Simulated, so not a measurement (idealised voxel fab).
Process module under the name voxel lift off
cross-section cut | 145 nm wide | cells 5 nm
Cross-section spec: square-cell grid; bands listed top down; each band is one or more rows. Top height, bottom height, nm. Materials left to right, width each, nm. Single material + "everywhere" = fills band edge to edge. "blank" = empty. Heights are reckoned from 0. Under this level, the received wafer is all of one material. The bottommost band is open-ended downward, for example "0 and below". A two-number width, for instance "30->40", indicates that the width is equal to the first number in the top row of the band and to the second number in the bottom row, and that it changes by a constant amount per row of cells. A step reported as "remained unchanged" is a step in which no cell of the cross-section changed. Enclosed voids (no open way to top), threshold 8 cells or more, entry "Fully closed voids", notation width x height at distance, distance from left edge, nm. Whatever follows a step's settings on its line is a remark the simulator itself makes about that step. "overlay nm" answers the question of how far to the right of plan the mask lay on a step that has a mask, and when it is negative the answer is to the left.
Set out below are the planned steps of the process
1: RECEIVE, material Si
2: CONFORMAL_DEP, material SiN, thk nm 15
3: PATTERN, tone open, mask id LINES, material resist, width nm 15, pitch nm 30, thk nm 25, overlay nm -5
4: DIRECTIONAL_DEP, material Ru, thk nm 10
5: STRIP, etch materials resist
6: CONFORMAL_DEP, material SiO2, thk nm 10
Split variable: overlay nm, step 3. Plan value = first wafer. Wafers start alike.
Incoming state of the first of several wafers in cross-section: after step 1
- 0 and below  Si everywhere
- Fully closed voids: none
For your reference, the table is organized with a row per wafer; each row reflects the wafer at the end of the module, indicating for each material the cells gained (+) or lost (-) since receipt, and thereafter its closed voids
overlay nm -5, +24 Ru, +87 SiN, +84 SiO2, Fully closed voids: none
overlay nm 0, +24 Ru, +87 SiN, +84 SiO2, Fully closed voids: none
overlay nm 5, +24 Ru, +87 SiN, +84 SiO2, Fully closed voids: none
